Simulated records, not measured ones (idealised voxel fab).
process module | voxel fin reveal
cross-section cut | 250 nm wide | cells 5 nm
A cross-section is a grid of square cells, given in bands from the top down. A band is one or more rows of cells.
Each band's line starts with the height of the band's top and of its bottom, in nm. Then come its materials from left to right, each with its width in nm. One material with "throughout" fills the band from edge to edge. "air" is empty space.
Height 0 is the level under which the wafer as received is all one material. The lowest band goes on downwards, as in "0 down".
A width such as "30 to 40" changes by the same amount from each row of cells to the next, from the band's top row to its bottom row.
"no change" after a step means that no cell of the cross-section changed.
closed voids: empty space of 8 cells or more with no open way to the top, each as width x height at its distance from the left edge, in nm
after a step's settings: what the simulator itself notes on the step
overlay nm, on a step with a mask: how far to the right of its planned place the mask lay; to the left if negative
plan
1 op RECEIVE | material Si
2 op CONFORMAL_DEP | material SiN | thk nm 5
3 op DIRECTIONAL_DEP | material aC | thk nm 15
4 op PATTERN | tone cover | mask id FINS | material resist | width nm 15 | pitch nm 35 | thk nm 35 | overlay nm 0
5 op DIRECTIONAL_ETCH | etch materials aC | depth nm 15
6 op STRIP | etch materials resist
7 op DIRECTIONAL_ETCH | etch materials SiN | depth nm 5
8 op DIRECTIONAL_ETCH | etch materials Si | depth nm 35
9 op STRIP | etch materials aC
10 op OXIDIZE | depth nm 5
11 op FILL_DEP | material SiO2 | thk nm 15
12 op CMP | height nm 5
13 op SELECTIVE_ETCH | etch materials SiO2 | depth nm 25
14 op STRIP | etch materials SiN
as received, after step 1
  0 down: Si throughout
  closed voids: none
a wafer at the end: this start, this plan, one mistake
  0 to -40: air 85 | Si 5 | air 30 | Si 5 | air 30 | Si 5 | air 90
  -40 down: Si throughout
  closed voids: none
what went wrong: step 13 was run twice
